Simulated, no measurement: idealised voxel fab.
Module name: voxel quadruple lines (process module)
Cross-section cut: width 205 nm, square cells of 5 nm.
In what follows, cross-sections appear as grids of square cells, described through bands that run from the top down, where every band is one or more rows of cells. It is stipulated that each band's entry specify, in nanometres, the height of the top of the band and then that of its bottom, followed by the materials of the band in left-to-right sequence, each together with its width in nanometres. A single material marked by the word "all across" is understood to fill the band from edge to edge; the word "empty" is understood to denote empty space. All heights in this document are referenced to 0, defined as the level beneath which the wafer, as received, consists entirely of one material. The lowest band is not bounded below; it extends indefinitely downward and is written in the form "z 0 and below". A width such as "30->40" changes by the same amount from each row of cells to the next, from the band's top row to its bottom row. Any step labelled "remains unaltered" changed none of the cells in the cross-section. So "Sealed cavities" is basically the list of trapped voids: any empty space of 8 cells or more that can't reach the top through an opening. They're written width x height at distance, the distance being from the left edge, and it's all nm. On a step's line, text after the settings is the simulator commenting on that step. overlay nm: for a step with a mask, the amount by which the mask lay right of where it was planned; a negative amount means left of it.

[These are the steps we planned for the process]
| 1 | RECEIVE | material Si |
| 2 | CONFORMAL_DEP | material SiO2 | thk nm 5 |
| 3 | DIRECTIONAL_DEP | material Ru | thk nm 15 |
| 4 | DIRECTIONAL_DEP | material polySi | thk nm 15 |
| 5 | DIRECTIONAL_DEP | material aC | thk nm 20 |
| 6 | PATTERN | tone cover | mask id MANDREL | material resist | width nm 20 | pitch nm 60 | thk nm 25 | overlay nm 0 |
| 7 | DIRECTIONAL_ETCH | etch materials aC | depth nm 20 |
| 8 | STRIP | etch materials resist |
| 9 | CONFORMAL_DEP | material SiO2 | thk nm 10 |
| 10 | DIRECTIONAL_ETCH | etch materials SiO2 | depth nm 10 |
| 11 | STRIP | etch materials aC |
| 12 | DIRECTIONAL_ETCH | etch materials polySi | depth nm 15 |
| 13 | STRIP | etch materials SiO2 |
| 14 | CONFORMAL_DEP | material SiN | thk nm 5 |
| 15 | DIRECTIONAL_ETCH | etch materials SiN | depth nm 5 |
| 16 | STRIP | etch materials polySi |
| 17 | DIRECTIONAL_ETCH | etch materials Ru | depth nm 15 |
| 18 | STRIP | etch materials SiN |

[First of two wafers: run as planned]

[Shown in cross-section is the wafer as received, that is, as it stands after step 1]
	z 0 and below  Si all across
	Sealed cavities: none

[Cross-section: wafer state after step 2]
	z 5 to 0  SiO2 all across
	Beneath the level 0, the cross-section is identical to its previous state.

[Cross-section: wafer state after step 3]
	z 20 to 5  Ru all across
	Beneath the level 5, the cross-section is identical to its previous state.

[Cross-section: wafer state after step 4]
	z 35 to 20  polySi all across
	Beneath the level 20, the cross-section is identical to its previous state.

[Cross-section: wafer state after step 5]
	z 55 to 35  aC all across
	Beneath the level 35, the cross-section is identical to its previous state.

[Cross-section: wafer state after step 6]
	z 80 to 55  60 of empty, 20 of resist, 40 of empty, 20 of resist, 65 of empty
	Beneath the level 55, the cross-section is identical to its previous state.

[Cross-section: wafer state after step 7]
	z 60 to 55  60 of empty, 20 of resist, 40 of empty, 20 of resist, 65 of empty
	z 55 to 35  60 of empty, 20 of aC, 40 of empty, 20 of aC, 65 of empty
	Beneath the level 35, the cross-section is identical to its previous state.

[Cross-section: wafer state after step 8]
	z 55 to 35  60 of empty, 20 of aC, 40 of empty, 20 of aC, 65 of empty
	Beneath the level 35, the cross-section is identical to its previous state.

[Cross-section: wafer state after step 9]
	z 65 to 55  50 of empty, 40 of SiO2, 20 of empty, 40 of SiO2, 55 of empty
	z 55 to 45  50 of empty, 10 of SiO2, 20 of aC, 10 of SiO2, 20 of empty, 10 of SiO2, 20 of aC, 10 of SiO2, 55 of empty
	z 45 to 35  60 of SiO2, 20 of aC, 40 of SiO2, 20 of aC, 65 of SiO2
	Beneath the level 35, the cross-section is identical to its previous state.

[Cross-section: wafer state after step 10]
	z 55 to 35  50 of empty, 10 of SiO2, 20 of aC, 10 of SiO2, 20 of empty, 10 of SiO2, 20 of aC, 10 of SiO2, 55 of empty
	Beneath the level 35, the cross-section is identical to its previous state.

[Cross-section: wafer state after step 11]
	z 55 to 35  50 of empty, 10 of SiO2, 20 of empty, 10 of SiO2, 20 of empty, 10 of SiO2, 20 of empty, 10 of SiO2, 55 of empty
	Beneath the level 35, the cross-section is identical to its previous state.

[Cross-section: wafer state after step 12]
	z 55 to 35  50 of empty, 10 of SiO2, 20 of empty, 10 of SiO2, 20 of empty, 10 of SiO2, 20 of empty, 10 of SiO2, 55 of empty
	z 35 to 20  50 of empty, 10 of polySi, 20 of empty, 10 of polySi, 20 of empty, 10 of polySi, 20 of empty, 10 of polySi, 55 of empty
	Beneath the level 20, the cross-section is identical to its previous state.

[Cross-section: wafer state after step 13]
	z 35 to 20  50 of empty, 10 of polySi, 20 of empty, 10 of polySi, 20 of empty, 10 of polySi, 20 of empty, 10 of polySi, 55 of empty
	Beneath the level 20, the cross-section is identical to its previous state.

[Cross-section: wafer state after step 14]
	z 40 to 35  45 of empty, 20 of SiN, 10 of empty, 20 of SiN, 10 of empty, 20 of SiN, 10 of empty, 20 of SiN, 50 of empty
	z 35 to 25  45 of empty, 5 of SiN, 10 of polySi, 5 of SiN, 10 of empty, 5 of SiN, 10 of polySi, 5 of SiN, 10 of empty, 5 of SiN, 10 of polySi, 5 of SiN, 10 of empty, 5 of SiN, 10 of polySi, 5 of SiN, 50 of empty
	z 25 to 20  50 of SiN, 10 of polySi, 20 of SiN, 10 of polySi, 20 of SiN, 10 of polySi, 20 of SiN, 10 of polySi, 55 of SiN
	Beneath the level 20, the cross-section is identical to its previous state.

[Cross-section: wafer state after step 15]
	z 35 to 20  45 of empty, 5 of SiN, 10 of polySi, 5 of SiN, 10 of empty, 5 of SiN, 10 of polySi, 5 of SiN, 10 of empty, 5 of SiN, 10 of polySi, 5 of SiN, 10 of empty, 5 of SiN, 10 of polySi, 5 of SiN, 50 of empty
	Beneath the level 20, the cross-section is identical to its previous state.

[Cross-section: wafer state after step 16]
	z 35 to 20  45 of empty, 5 of SiN, 10 of empty, 5 of SiN, 10 of empty, 5 of SiN, 10 of empty, 5 of SiN, 10 of empty, 5 of SiN, 10 of empty, 5 of SiN, 10 of empty, 5 of SiN, 10 of empty, 5 of SiN, 50 of empty
	Beneath the level 20, the cross-section is identical to its previous state.

[Cross-section: wafer state after step 17]
	z 35 to 20  45 of empty, 5 of SiN, 10 of empty, 5 of SiN, 10 of empty, 5 of SiN, 10 of empty, 5 of SiN, 10 of empty, 5 of SiN, 10 of empty, 5 of SiN, 10 of empty, 5 of SiN, 10 of empty, 5 of SiN, 50 of empty
	z 20 to 5  45 of empty, 5 of Ru, 10 of empty, 5 of Ru, 10 of empty, 5 of Ru, 10 of empty, 5 of Ru, 10 of empty, 5 of Ru, 10 of empty, 5 of Ru, 10 of empty, 5 of Ru, 10 of empty, 5 of Ru, 50 of empty
	Beneath the level 5, the cross-section is identical to its previous state.

[Cross-section: wafer state after step 18]
	z 20 to 5  45 of empty, 5 of Ru, 10 of empty, 5 of Ru, 10 of empty, 5 of Ru, 10 of empty, 5 of Ru, 10 of empty, 5 of Ru, 10 of empty, 5 of Ru, 10 of empty, 5 of Ru, 10 of empty, 5 of Ru, 50 of empty
	Beneath the level 5, the cross-section is identical to its previous state.

[Wafer two: like wafer one in start and plan, but with one mistake in execution; identical up to and including step 1]

Cross-section of the second wafer at the time by which step 2 should have been completed according to the plan: remains unaltered

[Cross-section of the second wafer at the time by which step 3 should have been completed according to the plan]
	z 15 to 0  Ru all across
	Beneath the level 0, the cross-section is identical to its previous state.

[Cross-section of the second wafer at the time by which step 4 should have been completed according to the plan]
	z 30 to 15  polySi all across
	Beneath the level 15, the cross-section is identical to its previous state.

[Cross-section of the second wafer at the time by which step 5 should have been completed according to the plan]
	z 50 to 30  aC all across
	Beneath the level 30, the cross-section is identical to its previous state.

[Cross-section of the second wafer at the time by which step 6 should have been completed according to the plan]
	z 75 to 50  60 of empty, 20 of resist, 40 of empty, 20 of resist, 65 of empty
	Beneath the level 50, the cross-section is identical to its previous state.

[Cross-section of the second wafer at the time by which step 7 should have been completed according to the plan]
	z 55 to 50  60 of empty, 20 of resist, 40 of empty, 20 of resist, 65 of empty
	z 50 to 30  60 of empty, 20 of aC, 40 of empty, 20 of aC, 65 of empty
	Beneath the level 30, the cross-section is identical to its previous state.

[Cross-section of the second wafer at the time by which step 8 should have been completed according to the plan]
	z 50 to 30  60 of empty, 20 of aC, 40 of empty, 20 of aC, 65 of empty
	Beneath the level 30, the cross-section is identical to its previous state.

[Cross-section of the second wafer at the time by which step 9 should have been completed according to the plan]
	z 60 to 50  50 of empty, 40 of SiO2, 20 of empty, 40 of SiO2, 55 of empty
	z 50 to 40  50 of empty, 10 of SiO2, 20 of aC, 10 of SiO2, 20 of empty, 10 of SiO2, 20 of aC, 10 of SiO2, 55 of empty
	z 40 to 30  60 of SiO2, 20 of aC, 40 of SiO2, 20 of aC, 65 of SiO2
	Beneath the level 30, the cross-section is identical to its previous state.

[Cross-section of the second wafer at the time by which step 10 should have been completed according to the plan]
	z 50 to 30  50 of empty, 10 of SiO2, 20 of aC, 10 of SiO2, 20 of empty, 10 of SiO2, 20 of aC, 10 of SiO2, 55 of empty
	Beneath the level 30, the cross-section is identical to its previous state.

[Cross-section of the second wafer at the time by which step 11 should have been completed according to the plan]
	z 50 to 30  50 of empty, 10 of SiO2, 20 of empty, 10 of SiO2, 20 of empty, 10 of SiO2, 20 of empty, 10 of SiO2, 55 of empty
	Beneath the level 30, the cross-section is identical to its previous state.

[Cross-section of the second wafer at the time by which step 12 should have been completed according to the plan]
	z 50 to 30  50 of empty, 10 of SiO2, 20 of empty, 10 of SiO2, 20 of empty, 10 of SiO2, 20 of empty, 10 of SiO2, 55 of empty
	z 30 to 15  50 of empty, 10 of polySi, 20 of empty, 10 of polySi, 20 of empty, 10 of polySi, 20 of empty, 10 of polySi, 55 of empty
	Beneath the level 15, the cross-section is identical to its previous state.

[Cross-section of the second wafer at the time by which step 13 should have been completed according to the plan]
	z 30 to 15  50 of empty, 10 of polySi, 20 of empty, 10 of polySi, 20 of empty, 10 of polySi, 20 of empty, 10 of polySi, 55 of empty
	Beneath the level 15, the cross-section is identical to its previous state.

[Cross-section of the second wafer at the time by which step 14 should have been completed according to the plan]
	z 35 to 30  45 of empty, 20 of SiN, 10 of empty, 20 of SiN, 10 of empty, 20 of SiN, 10 of empty, 20 of SiN, 50 of empty
	z 30 to 20  45 of empty, 5 of SiN, 10 of polySi, 5 of SiN, 10 of empty, 5 of SiN, 10 of polySi, 5 of SiN, 10 of empty, 5 of SiN, 10 of polySi, 5 of SiN, 10 of empty, 5 of SiN, 10 of polySi, 5 of SiN, 50 of empty
	z 20 to 15  50 of SiN, 10 of polySi, 20 of SiN, 10 of polySi, 20 of SiN, 10 of polySi, 20 of SiN, 10 of polySi, 55 of SiN
	Beneath the level 15, the cross-section is identical to its previous state.

[Cross-section of the second wafer at the time by which step 15 should have been completed according to the plan]
	z 30 to 15  45 of empty, 5 of SiN, 10 of polySi, 5 of SiN, 10 of empty, 5 of SiN, 10 of polySi, 5 of SiN, 10 of empty, 5 of SiN, 10 of polySi, 5 of SiN, 10 of empty, 5 of SiN, 10 of polySi, 5 of SiN, 50 of empty
	Beneath the level 15, the cross-section is identical to its previous state.

[Cross-section of the second wafer at the time by which step 16 should have been completed according to the plan]
	z 30 to 15  45 of empty, 5 of SiN, 10 of empty, 5 of SiN, 10 of empty, 5 of SiN, 10 of empty, 5 of SiN, 10 of empty, 5 of SiN, 10 of empty, 5 of SiN, 10 of empty, 5 of SiN, 10 of empty, 5 of SiN, 50 of empty
	Beneath the level 15, the cross-section is identical to its previous state.

[Cross-section of the second wafer at the time by which step 17 should have been completed according to the plan]
	z 30 to 15  45 of empty, 5 of SiN, 10 of empty, 5 of SiN, 10 of empty, 5 of SiN, 10 of empty, 5 of SiN, 10 of empty, 5 of SiN, 10 of empty, 5 of SiN, 10 of empty, 5 of SiN, 10 of empty, 5 of SiN, 50 of empty
	z 15 to 0  45 of empty, 5 of Ru, 10 of empty, 5 of Ru, 10 of empty, 5 of Ru, 10 of empty, 5 of Ru, 10 of empty, 5 of Ru, 10 of empty, 5 of Ru, 10 of empty, 5 of Ru, 10 of empty, 5 of Ru, 50 of empty
	Beneath the level 0, the cross-section is identical to its previous state.

[Cross-section of the second wafer at the time by which step 18 should have been completed according to the plan]
	z 15 to 0  45 of empty, 5 of Ru, 10 of empty, 5 of Ru, 10 of empty, 5 of Ru, 10 of empty, 5 of Ru, 10 of empty, 5 of Ru, 10 of empty, 5 of Ru, 10 of empty, 5 of Ru, 10 of empty, 5 of Ru, 50 of empty
	Beneath the level 0, the cross-section is identical to its previous state.
So what did we get wrong on this run? step 2 from the plan never happened, it was just skipped
Cell-count delta at end, second wafer over first, by material: -41 SiO2
